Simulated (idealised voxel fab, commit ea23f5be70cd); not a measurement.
This is a process module. Its name is voxel self aligned contacts.
cross-section cut | 265 nm wide | cells 5 nm
Cross-sections here: square-cell grids, written as top-down lists of bands, a band being one or more rows of cells. Look at the band entry: it leads with the top's height and the bottom's height in nm. Then it lists the materials left to right, with a width in nm for each. The word "throughout" on a single material says that material fills the band edge to edge. The word "empty" is empty space. For the purposes of this specification, 0 denotes the height below which the wafer in its as-received condition is composed wholly of one material, and the lowermost band, lacking a lower limit, extends downward without end, as expressed in "0 -> down". When a width is written as two numbers, as in "30 to 40", the first number is the width in the top row of cells of the band and the second is the width in its bottom row, and the width changes by the same amount from each row to the next. "no modification" (step): cross-section cells unchanged, all of them. In the "Voids, enclosed" entry, you get each enclosed empty space of 8 cells or more, one with no open way to the top, written width x height at distance, distance from the left edge, in nm. Where a step's line continues beyond its settings, the continuation is a remark by the simulator itself on that step. The "overlay nm" setting may appear on a step's line; for a step that uses a mask, it gives how far to the right of its planned position the mask lay, and a negative value indicates the left.

This section lists the process steps that were planned:
1,op RECEIVE | material Si
2,op CONFORMAL_DEP | material SiO2 | thk nm 5
3,op DIRECTIONAL_DEP | material polySi | thk nm 25
4,op DIRECTIONAL_DEP | material SiN | thk nm 20
5,op PATTERN | tone cover | mask id GATE | material resist | width nm 30 | pitch nm 70 | thk nm 20 | overlay nm 0
6,op DIRECTIONAL_ETCH | etch materials SiN | depth nm 20
7,op DIRECTIONAL_ETCH | etch materials polySi | depth nm 25
8,op STRIP | etch materials resist
9,op CONFORMAL_DEP | material SiN | thk nm 10
10,op DIRECTIONAL_ETCH | etch materials SiN | depth nm 10
11,op FILL_DEP | material SiO2 | thk nm 15
12,op CMP | height nm 60
13,op MASKED_ETCH | tone open | mask id CONTACT | width nm 50 | pitch nm 70 | etch materials SiO2 | depth nm 60 | overlay nm 0
14,op CONFORMAL_DEP | material TiN | thk nm 5
15,op FILL_DEP | material Ru | thk nm 10
16,op CMP | height nm 60
17,op CONFORMAL_DEP | material SiN | thk nm 5

Incoming wafer, cross-sectional view, post step 1:
    0 -> down  Si throughout
    Voids, enclosed: none

Figure: cross-sectional view of the wafer upon completion of the module, processed from the initial state and according to the plan depicted above, with one error introduced during execution:
    65 -> 60  SiN throughout
    60 -> 50  70 nm SiO2 / 5 nm TiN / 40 nm Ru / 5 nm TiN / 20 nm SiO2 / 5 nm TiN / 40 nm Ru / 5 nm TiN / 75 nm SiO2
    50 -> 45  70 nm SiO2 / 20 nm TiN / 10 nm Ru / 20 nm TiN / 20 nm SiO2 / 20 nm TiN / 10 nm Ru / 20 nm TiN / 75 nm SiO2
    45 -> 25  35 nm SiO2 / 50 nm SiN / 5 nm TiN / 10 nm Ru / 5 nm TiN / 50 nm SiN / 5 nm TiN / 10 nm Ru / 5 nm TiN / 50 nm SiN / 40 nm SiO2
    25 -> 5  35 nm SiO2 / 10 nm SiN / 30 nm polySi / 10 nm SiN / 5 nm TiN / 10 nm Ru / 5 nm TiN / 10 nm SiN / 30 nm polySi / 10 nm SiN / 5 nm TiN / 10 nm Ru / 5 nm TiN / 10 nm SiN / 30 nm polySi / 10 nm SiN / 40 nm SiO2
    5 -> 0  35 nm SiO2 / 10 nm SiN / 30 nm polySi / 10 nm SiN / 20 nm TiN / 10 nm SiN / 30 nm polySi / 10 nm SiN / 20 nm TiN / 10 nm SiN / 30 nm polySi / 10 nm SiN / 40 nm SiO2
    0 -> down  Si throughout
    Voids, enclosed: none
Error vs. plan: the plan's step 2 was left out and never carried out
